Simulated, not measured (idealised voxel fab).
process module | voxel trench capacitor
cross-section cut | 285 nm wide | cells 5 nm
A cross-section is a grid of square cells, given in bands from the top down. A band is one or more rows of cells.
Each band's line starts with the height of the band's top and of its bottom, in nm. Then come its materials from left to right, each with its width in nm. One material with "throughout" fills the band from edge to edge. "air" is empty space.
Height 0 is the level under which the wafer as received is all one material. The lowest band goes on downwards, as in "0 down".
A width such as "30 to 40" changes by the same amount from each row of cells to the next, from the band's top row to its bottom row.
"no change" after a step means that no cell of the cross-section changed.
closed voids: empty space of 8 cells or more with no open way to the top, each as width x height at its distance from the left edge, in nm
after a step's settings: what the simulator itself notes on the step
overlay nm, on a step with a mask: how far to the right of its planned place the mask lay; to the left if negative
plan
1 op RECEIVE | material Si
2 op CONFORMAL_DEP | material SiN | thk nm 10
3 op MASKED_ETCH | tone open | mask id TRENCH | width nm 25 | pitch nm 55 | etch materials SiN | depth nm 10 | overlay nm -15
4 op MASKED_ETCH | tone open | mask id TRENCH | width nm 25 | pitch nm 55 | etch materials Si | depth nm 40 | overlay nm 0
5 op CONFORMAL_DEP | material HfO2 | thk nm 5
6 op CONFORMAL_DEP | material TiN | thk nm 5
7 op FILL_DEP | material W | thk nm 10
8 op CMP | height nm 10
varied across the wafers: overlay nm of step 3. The plan shows the first wafer's value. All wafers start alike
first wafer as received, after step 1
  0 down: Si throughout
  closed voids: none
first wafer at the end, after step 8
  10 to 5: SiN 85 | HfO2 5 | TiN 15 | HfO2 5 | SiN 30 | HfO2 5 | TiN 15 | HfO2 5 | SiN 120
  5 to 0: SiN 85 | HfO2 25 | SiN 30 | HfO2 25 | SiN 120
  0 to -40: Si 100 | HfO2 10 | Si 45 | HfO2 10 | Si 120
  -40 down: Si throughout
  closed voids: none
last wafer at the end
  10 to 5: SiN 115 | HfO2 5 | TiN 15 | HfO2 5 | SiN 30 | HfO2 5 | TiN 15 | HfO2 5 | SiN 90
  5 to 0: SiN 115 | HfO2 25 | SiN 30 | HfO2 25 | SiN 90
  0 to -40: Si 115 | HfO2 10 | Si 45 | HfO2 10 | Si 105
  -40 down: Si throughout
  closed voids: none
each wafer at the end: cells of each material gained (+) or lost (-) since it was received, then its closed voids
overlay nm -15 | +46 HfO2 | -32 Si | +94 SiN | +6 TiN | closed voids: none
overlay nm -10 | +46 HfO2 | -48 Si | +94 SiN | +22 TiN | closed voids: none
overlay nm -5 | +46 HfO2 | -64 Si | +94 SiN | +38 TiN | closed voids: none
overlay nm 0 | +46 HfO2 | -80 Si | +94 SiN | +38 TiN | +16 W | closed voids: none
overlay nm 5 | +46 HfO2 | -64 Si | +94 SiN | +38 TiN | closed voids: none
overlay nm 10 | +46 HfO2 | -48 Si | +94 SiN | +22 TiN | closed voids: none
overlay nm 15 | +46 HfO2 | -32 Si | +94 SiN | +6 TiN | closed voids: none
